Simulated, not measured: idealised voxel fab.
process module | voxel released beams
cross-section cut | 255 nm wide | cells 5 nm
A cross-section is a grid of square cells, given in bands from the top down. A band is one or more rows of cells.
Each band's line starts with the height of the band's top and of its bottom, in nm. Then come its materials from left to right, each with its width in nm. One material with "throughout" fills the band from edge to edge. "air" is empty space.
Height 0 is the level under which the wafer as received is all one material. The lowest band goes on downwards, as in "0 down".
A width such as "30 to 40" changes by the same amount from each row of cells to the next, from the band's top row to its bottom row.
"no change" after a step means that no cell of the cross-section changed.
closed voids: empty space of 8 cells or more with no open way to the top, each as width x height at its distance from the left edge, in nm
after a step's settings: what the simulator itself notes on the step
overlay nm, on a step with a mask: how far to the right of its planned place the mask lay; to the left if negative
plan
1 op RECEIVE | material Si
2 op CONFORMAL_DEP | material Al2O3 | thk nm 5
3 op DIRECTIONAL_DEP | material SiO2 | thk nm 15
4 op MASKED_ETCH | tone open | mask id ANCHOR | width nm 30 | etch materials SiO2 | depth nm 15 | overlay nm 0
5 op CONFORMAL_DEP | material polySi | thk nm 15
6 op MASKED_ETCH | tone cover | mask id BEAM | width nm 125 | etch materials polySi | depth nm 15 | overlay nm 0
7 op STRIP | etch materials SiO2
varied across the wafers: width nm of step 4. The plan shows the first wafer's value. All wafers start alike
first wafer as received, after step 1
  0 down: Si throughout
  closed voids: none
each wafer at the end: cells of each material gained (+) or lost (-) since it was received, then its closed voids
width nm 30 | +51 Al2O3 | +93 polySi | closed voids: none
width nm 35 | +51 Al2O3 | +93 polySi | closed voids: none
width nm 40 | +51 Al2O3 | +93 polySi | closed voids: none
width nm 45 | +51 Al2O3 | +93 polySi | closed voids: none
width nm 50 | +51 Al2O3 | +93 polySi | closed voids: none
width nm 55 | +51 Al2O3 | +93 polySi | closed voids: none
